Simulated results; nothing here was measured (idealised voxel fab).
process module | voxel self aligned vias
cross-section cut | 175 nm wide | cells 5 nm
A cross-section is a grid of square cells, given in bands from the top down. A band is one or more rows of cells.
Each band's line starts with the height of the band's top and of its bottom, in nm. Then come its materials from left to right, each with its width in nm. One material with "throughout" fills the band from edge to edge. "air" is empty space.
Height 0 is the level under which the wafer as received is all one material. The lowest band goes on downwards, as in "0 down".
A width such as "30 to 40" changes by the same amount from each row of cells to the next, from the band's top row to its bottom row.
"no change" after a step means that no cell of the cross-section changed.
closed voids: empty space of 8 cells or more with no open way to the top, each as width x height at its distance from the left edge, in nm
after a step's settings: what the simulator itself notes on the step
overlay nm, on a step with a mask: how far to the right of its planned place the mask lay; to the left if negative
Each pair below shows a cross-section before one step and the cross-section after it, down to the lowest band that changed. The line under each pair gives the step between them, with its settings. The pairs can come from different runs of this module on the same starting wafer, so a pair continues from the pair above only where its "before" says so.
before
  40 to 15: SiO2 throughout
  15 to 10: SiCN throughout
  10 to 0: TiN throughout
  0 down: Si throughout
  closed voids: none
after
  40 to 15: SiO2 45 | air 25 | SiO2 30 | air 25 | SiO2 50
  below 15: unchanged
  closed voids: none
the step between: op MASKED_ETCH | tone open | mask id LINES | width nm 25 | pitch nm 55 | etch materials SiO2 | depth nm 25 | overlay nm 0
before: the cross-section after the pair above
after
  45 to 40: TiN 50 | air 15 | TiN 40 | air 15 | TiN 55
  40 to 20: SiO2 45 | TiN 5 | air 15 | TiN 5 | SiO2 30 | TiN 5 | air 15 | TiN 5 | SiO2 50
  20 to 15: SiO2 45 | TiN 25 | SiO2 30 | TiN 25 | SiO2 50
  below 15: unchanged
  closed voids: none
the step between: op CONFORMAL_DEP | material TiN | thk nm 5
before: the cross-section after the pair above
after
  50 to 45: W throughout
  45 to 40: TiN 50 | W 15 | TiN 40 | W 15 | TiN 55
  40 to 20: SiO2 45 | TiN 5 | W 15 | TiN 5 | SiO2 30 | TiN 5 | W 15 | TiN 5 | SiO2 50
  below 20: unchanged
  closed voids: none
the step between: op FILL_DEP | material W | thk nm 5
before: the cross-section after the pair above
after
  40 to 20: SiO2 45 | TiN 5 | W 15 | TiN 5 | SiO2 30 | TiN 5 | W 15 | TiN 5 | SiO2 50
  below 20: unchanged
  closed voids: none
the step between: op CMP | height nm 40
before: the cross-section after the pair above
after
  40 to 35: SiO2 45 | air 25 | SiO2 30 | air 25 | SiO2 50
  below 35: unchanged
  closed voids: none
the step between: op SELECTIVE_ETCH | etch materials W Ru TiN | depth nm 5
before: the cross-section after the pair above
after
  45 to 40: SiN throughout
  40 to 35: SiO2 45 | SiN 25 | SiO2 30 | SiN 25 | SiO2 50
  below 35: unchanged
  closed voids: none
the step between: op FILL_DEP | material SiN | thk nm 5
before: the cross-section after the pair above
after
  40 to 35: SiO2 45 | SiN 25 | SiO2 30 | SiN 25 | SiO2 50
  below 35: unchanged
  closed voids: none
the step between: op CMP | height nm 40
before: the cross-section after the pair above
after
  55 to 40: SiO2 throughout
  below 40: unchanged
  closed voids: none
the step between: op DIRECTIONAL_DEP | material SiO2 | thk nm 15
before: the cross-section after the pair above
after
  65 to 55: aC throughout
  below 55: unchanged
  closed voids: none
the step between: op DIRECTIONAL_DEP | material aC | thk nm 10
before: the cross-section after the pair above
after
  90 to 65: resist 40 | air 35 | resist 20 | air 35 | resist 45
  below 65: unchanged
  closed voids: none
the step between: op PATTERN | tone open | mask id VIAS | material resist | width nm 35 | pitch nm 55 | thk nm 25 | overlay nm 0
before: the cross-section after the pair above
after
  80 to 65: resist 40 | air 35 | resist 20 | air 35 | resist 45
  65 to 55: aC 40 | air 35 | aC 20 | air 35 | aC 45
  below 55: unchanged
  closed voids: none
the step between: op DIRECTIONAL_ETCH | etch materials aC | depth nm 10
before: the cross-section after the pair above
after
  65 to 55: aC 40 | air 35 | aC 20 | air 35 | aC 45
  below 55: unchanged
  closed voids: none
the step between: op STRIP | etch materials resist
before: the cross-section after the pair above
after
  65 to 55: aC 40 | air 35 | aC 20 | air 35 | aC 45
  55 to 40: SiO2 40 | air 35 | SiO2 20 | air 35 | SiO2 45
  below 40: unchanged
  closed voids: none
the step between: op DIRECTIONAL_ETCH | etch materials SiO2 | depth nm 15
before: the cross-section after the pair above
after
  65 to 55: aC 40 | air 35 | aC 20 | air 35 | aC 45
  55 to 40: SiO2 40 | air 35 | SiO2 20 | air 35 | SiO2 45
  40 to 35: SiO2 45 | air 25 | SiO2 30 | air 25 | SiO2 50
  below 35: unchanged
  closed voids: none
the step between: op DIRECTIONAL_ETCH | etch materials SiN | depth nm 5
before: the cross-section after the pair above
after
  55 to 40: SiO2 40 | air 35 | SiO2 20 | air 35 | SiO2 45
  below 40: unchanged
  closed voids: none
the step between: op STRIP | etch materials aC
before: the cross-section after the pair above
after
  60 to 55: TiN 45 | air 25 | TiN 30 | air 25 | TiN 50
  55 to 45: SiO2 40 | TiN 5 | air 25 | TiN 5 | SiO2 20 | TiN 5 | air 25 | TiN 5 | SiO2 45
  45 to 40: SiO2 40 | TiN 10 | air 15 | TiN 10 | SiO2 20 | TiN 10 | air 15 | TiN 10 | SiO2 45
  40 to 35: SiO2 45 | TiN 25 | SiO2 30 | TiN 25 | SiO2 50
  below 35: unchanged
  closed voids: none
the step between: op CONFORMAL_DEP | material TiN | thk nm 5
before: the cross-section after the pair above
after
  65 to 60: Ru throughout
  60 to 55: TiN 45 | Ru 25 | TiN 30 | Ru 25 | TiN 50
  55 to 45: SiO2 40 | TiN 5 | Ru 25 | TiN 5 | SiO2 20 | TiN 5 | Ru 25 | TiN 5 | SiO2 45
  45 to 40: SiO2 40 | TiN 10 | Ru 15 | TiN 10 | SiO2 20 | TiN 10 | Ru 15 | TiN 10 | SiO2 45
  below 40: unchanged
  closed voids: none
the step between: op FILL_DEP | material Ru | thk nm 5
before: the cross-section after the pair above
after
  55 to 45: SiO2 40 | TiN 5 | Ru 25 | TiN 5 | SiO2 20 | TiN 5 | Ru 25 | TiN 5 | SiO2 45
  below 45: unchanged
  closed voids: none
the step between: op CMP | height nm 55
before: the cross-section after the pair above
after
  60 to 55: SiN throughout
  below 55: unchanged
  closed voids: none
the step between: op CONFORMAL_DEP | material SiN | thk nm 5
before
  40 to 15: SiO2 throughout
  15 to 10: SiCN throughout
  10 to 0: SiO2 throughout
  0 down: Si throughout
  closed voids: none
after
  40 to 15: air 45 | SiO2 25 | air 30 | SiO2 25 | air 50
  below 15: unchanged
  closed voids: none
the step between: op MASKED_ETCH | tone cover | mask id LINES | width nm 25 | pitch nm 55 | etch materials SiO2 | depth nm 25 | overlay nm 0
before: the cross-section after the pair above
after
  45 to 40: air 40 | TiN 35 | air 20 | TiN 35 | air 45
  40 to 20: air 40 | TiN 5 | SiO2 25 | TiN 5 | air 20 | TiN 5 | SiO2 25 | TiN 5 | air 45
  20 to 15: TiN 45 | SiO2 25 | TiN 30 | SiO2 25 | TiN 50
  below 15: unchanged
  closed voids: none
the step between: op CONFORMAL_DEP | material TiN | thk nm 5
before: the cross-section after the pair above
after
  50 to 45: W throughout
  45 to 40: W 40 | TiN 35 | W 20 | TiN 35 | W 45
  40 to 20: W 40 | TiN 5 | SiO2 25 | TiN 5 | W 20 | TiN 5 | SiO2 25 | TiN 5 | W 45
  below 20: unchanged
  closed voids: none
the step between: op FILL_DEP | material W | thk nm 5
before: the cross-section after the pair above
after
  40 to 20: W 40 | TiN 5 | SiO2 25 | TiN 5 | W 20 | TiN 5 | SiO2 25 | TiN 5 | W 45
  below 20: unchanged
  closed voids: none
the step between: op CMP | height nm 40
before: the cross-section after the pair above
after
  40 to 35: air 45 | SiO2 25 | air 30 | SiO2 25 | air 50
  below 35: unchanged
  closed voids: none
the step between: op SELECTIVE_ETCH | etch materials W Ru TiN | depth nm 5
before: the cross-section after the pair above
after
  45 to 40: SiN throughout
  40 to 35: SiN 45 | SiO2 25 | SiN 30 | SiO2 25 | SiN 50
  below 35: unchanged
  closed voids: none
the step between: op FILL_DEP | material SiN | thk nm 5
before: the cross-section after the pair above
after
  40 to 35: SiN 45 | SiO2 25 | SiN 30 | SiO2 25 | SiN 50
  below 35: unchanged
  closed voids: none
the step between: op CMP | height nm 40
before: the cross-section after the pair above
after
  55 to 40: SiO2 throughout
  below 40: unchanged
  closed voids: none
the step between: op DIRECTIONAL_DEP | material SiO2 | thk nm 15
before: the cross-section after the pair above
after
  65 to 55: aC throughout
  below 55: unchanged
  closed voids: none
the step between: op DIRECTIONAL_DEP | material aC | thk nm 10
before: the cross-section after the pair above
after
  90 to 65: resist 40 | air 35 | resist 20 | air 35 | resist 45
  below 65: unchanged
  closed voids: none
the step between: op PATTERN | tone open | mask id VIAS | material resist | width nm 35 | pitch nm 55 | thk nm 25 | overlay nm 0
before: the cross-section after the pair above
after
  80 to 65: resist 40 | air 35 | resist 20 | air 35 | resist 45
  65 to 55: aC 40 | air 35 | aC 20 | air 35 | aC 45
  below 55: unchanged
  closed voids: none
the step between: op DIRECTIONAL_ETCH | etch materials aC | depth nm 10
before: the cross-section after the pair above
after
  65 to 55: aC 40 | air 35 | aC 20 | air 35 | aC 45
  below 55: unchanged
  closed voids: none
the step between: op STRIP | etch materials resist
before: the cross-section after the pair above
after
  65 to 55: aC 40 | air 35 | aC 20 | air 35 | aC 45
  55 to 40: SiO2 40 | air 35 | SiO2 20 | air 35 | SiO2 45
  below 40: unchanged
  closed voids: none
the step between: op DIRECTIONAL_ETCH | etch materials SiO2 | depth nm 15
before: the cross-section after the pair above
after
  65 to 55: aC 40 | air 35 | aC 20 | air 35 | aC 45
  55 to 40: SiO2 40 | air 35 | SiO2 20 | air 35 | SiO2 45
  40 to 35: SiN 40 | air 5 | SiO2 25 | air 5 | SiN 20 | air 5 | SiO2 25 | air 5 | SiN 45
  below 35: unchanged
  closed voids: none
the step between: op DIRECTIONAL_ETCH | etch materials SiN | depth nm 5
before: the cross-section after the pair above
after
  55 to 40: SiO2 40 | air 35 | SiO2 20 | air 35 | SiO2 45
  below 40: unchanged
  closed voids: none
the step between: op STRIP | etch materials aC
before: the cross-section after the pair above
after
  60 to 55: TiN 45 | air 25 | TiN 30 | air 25 | TiN 50
  55 to 45: SiO2 40 | TiN 5 | air 25 | TiN 5 | SiO2 20 | TiN 5 | air 25 | TiN 5 | SiO2 45
  45 to 40: SiO2 40 | TiN 35 | SiO2 20 | TiN 35 | SiO2 45
  40 to 35: SiN 40 | TiN 5 | SiO2 25 | TiN 5 | SiN 20 | TiN 5 | SiO2 25 | TiN 5 | SiN 45
  below 35: unchanged
  closed voids: none
the step between: op CONFORMAL_DEP | material TiN | thk nm 5
before: the cross-section after the pair above
after
  65 to 60: Ru throughout
  60 to 55: TiN 45 | Ru 25 | TiN 30 | Ru 25 | TiN 50
  55 to 45: SiO2 40 | TiN 5 | Ru 25 | TiN 5 | SiO2 20 | TiN 5 | Ru 25 | TiN 5 | SiO2 45
  below 45: unchanged
  closed voids: none
the step between: op FILL_DEP | material Ru | thk nm 5
before: the cross-section after the pair above
after
  55 to 45: SiO2 40 | TiN 5 | Ru 25 | TiN 5 | SiO2 20 | TiN 5 | Ru 25 | TiN 5 | SiO2 45
  below 45: unchanged
  closed voids: none
the step between: op CMP | height nm 55
before: the cross-section after the pair above
after
  60 to 55: SiN throughout
  below 55: unchanged
  closed voids: none
the step between: op CONFORMAL_DEP | material SiN | thk nm 5
